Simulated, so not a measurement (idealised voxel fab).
process module | voxel self aligned contacts
cross-section cut | 270 nm wide | cells 5 nm
A cross-section is a grid of square cells, given in bands from the top down. A band is one or more rows of cells.
Each band's line starts with the height of the band's top and of its bottom, in nm. Then come its materials from left to right, each with its width in nm. One material with "throughout" fills the band from edge to edge. "air" is empty space.
Height 0 is the level under which the wafer as received is all one material. The lowest band goes on downwards, as in "0 down".
A width such as "30 to 40" changes by the same amount from each row of cells to the next, from the band's top row to its bottom row.
"no change" after a step means that no cell of the cross-section changed.
closed voids: empty space of 8 cells or more with no open way to the top, each as width x height at its distance from the left edge, in nm
after a step's settings: what the simulator itself notes on the step
overlay nm, on a step with a mask: how far to the right of its planned place the mask lay; to the left if negative
Each pair below shows a cross-section before one step and the cross-section after it, down to the lowest band that changed. The line under each pair gives the step between them, with its settings. The pairs can come from different runs of this module on the same starting wafer, so a pair continues from the pair above only where its "before" says so.
before
  45 to 20: air 80 | SiN 35 | air 40 | SiN 35 | air 80
  20 to 0: SiN throughout
  0 to -5: SiO2 throughout
  -5 down: Si throughout
  closed voids: none
after
  55 to 30: air 70 | SiN 55 | air 20 | SiN 55 | air 70
  30 to 0: SiN throughout
  below 0: unchanged
  closed voids: none
the step between: op CONFORMAL_DEP | material SiN | thk nm 10
before: the cross-section after the pair above
after
  45 to 20: air 70 | SiN 55 | air 20 | SiN 55 | air 70
  below 20: unchanged
  closed voids: none
the step between: op DIRECTIONAL_ETCH | etch materials SiN | depth nm 10
before: the cross-section after the pair above
after
  65 to 45: SiO2 throughout
  45 to 20: SiO2 70 | SiN 55 | SiO2 20 | SiN 55 | SiO2 70
  below 20: unchanged
  closed voids: none
the step between: op FILL_DEP | material SiO2 | thk nm 20
before: the cross-section after the pair above
after
  55 to 45: SiO2 throughout
  below 45: unchanged
  closed voids: none
the step between: op CMP | height nm 55
before: the cross-section after the pair above
after
  55 to 45: SiO2 110 | air 50 | SiO2 110
  45 to 20: SiO2 70 | SiN 55 | air 20 | SiN 55 | SiO2 70
  below 20: unchanged
  closed voids: none
the step between: op MASKED_ETCH | tone open | mask id CONTACT | width nm 50 | etch materials SiO2 | depth nm 60 | overlay nm 0
before: the cross-section after the pair above
after
  60 to 55: TiN 115 | air 40 | TiN 115
  55 to 45: SiO2 110 | TiN 5 to 20 | air 40 to 10 | TiN 5 to 20 | SiO2 110
  45 to 25: SiO2 70 | SiN 55 | TiN 5 | air 10 | TiN 5 | SiN 55 | SiO2 70
  25 to 20: SiO2 70 | SiN 55 | TiN 20 | SiN 55 | SiO2 70
  below 20: unchanged
  closed voids: none
the step between: op CONFORMAL_DEP | material TiN | thk nm 5
before: the cross-section after the pair above
after
  65 to 60: Ru throughout
  60 to 55: TiN 115 | Ru 40 | TiN 115
  55 to 45: SiO2 110 | TiN 5 to 20 | Ru 40 to 10 | TiN 5 to 20 | SiO2 110
  45 to 25: SiO2 70 | SiN 55 | TiN 5 | Ru 10 | TiN 5 | SiN 55 | SiO2 70
  below 25: unchanged
  closed voids: none
the step between: op FILL_DEP | material Ru | thk nm 5
before: the cross-section after the pair above
after
  55 to 45: SiO2 110 | TiN 5 to 20 | Ru 40 to 10 | TiN 5 to 20 | SiO2 110
  below 45: unchanged
  closed voids: none
the step between: op CMP | height nm 55
before: the cross-section after the pair above
after
  60 to 55: SiCN throughout
  below 55: unchanged
  closed voids: none
the step between: op CONFORMAL_DEP | material SiCN | thk nm 5
before
  55 to 45: SiO2 throughout
  45 to 20: SiO2 70 | SiN 55 | SiO2 20 | SiN 55 | SiO2 70
  20 to 0: SiO2 70 | SiN 10 | polySi 35 | SiN 10 | SiO2 20 | SiN 10 | polySi 35 | SiN 10 | SiO2 70
  0 to -5: SiO2 throughout
  -5 down: Si throughout
  closed voids: none
after
  55 to 45: air 110 | SiO2 50 | air 110
  45 to 20: air 70 | SiN 55 | SiO2 20 | SiN 55 | air 70
  20 to 0: air 70 | SiN 10 | polySi 35 | SiN 10 | SiO2 20 | SiN 10 | polySi 35 | SiN 10 | air 70
  0 to -5: air 70 | SiO2 130 | air 70
  below -5: unchanged
  closed voids: none
the step between: op MASKED_ETCH | tone cover | mask id CONTACT | width nm 50 | etch materials SiO2 | depth nm 60 | overlay nm 0
before: the cross-section after the pair above
after
  60 to 55: air 105 | TiN 60 | air 105
  55 to 45: air 105 to 65 | TiN 5 to 45 | SiO2 50 | TiN 5 to 45 | air 105 to 65
  45 to 20: air 65 | TiN 5 | SiN 55 | SiO2 20 | SiN 55 | TiN 5 | air 65
  20 to 0: air 65 | TiN 5 | SiN 10 | polySi 35 | SiN 10 | SiO2 20 | SiN 10 | polySi 35 | SiN 10 | TiN 5 | air 65
  0 to -5: TiN 70 | SiO2 130 | TiN 70
  below -5: unchanged
  closed voids: none
the step between: op CONFORMAL_DEP | material TiN | thk nm 5
before: the cross-section after the pair above
after
  65 to 60: Ru throughout
  60 to 55: Ru 105 | TiN 60 | Ru 105
  55 to 45: Ru 105 to 65 | TiN 5 to 45 | SiO2 50 | TiN 5 to 45 | Ru 105 to 65
  45 to 20: Ru 65 | TiN 5 | SiN 55 | SiO2 20 | SiN 55 | TiN 5 | Ru 65
  20 to 0: Ru 65 | TiN 5 | SiN 10 | polySi 35 | SiN 10 | SiO2 20 | SiN 10 | polySi 35 | SiN 10 | TiN 5 | Ru 65
  below 0: unchanged
  closed voids: none
the step between: op FILL_DEP | material Ru | thk nm 5
before: the cross-section after the pair above
after
  55 to 45: Ru 105 to 65 | TiN 5 to 45 | SiO2 50 | TiN 5 to 45 | Ru 105 to 65
  below 45: unchanged
  closed voids: none
the step between: op CMP | height nm 55
before: the cross-section after the pair above
after
  60 to 55: SiCN throughout
  below 55: unchanged
  closed voids: none
the step between: op CONFORMAL_DEP | material SiCN | thk nm 5
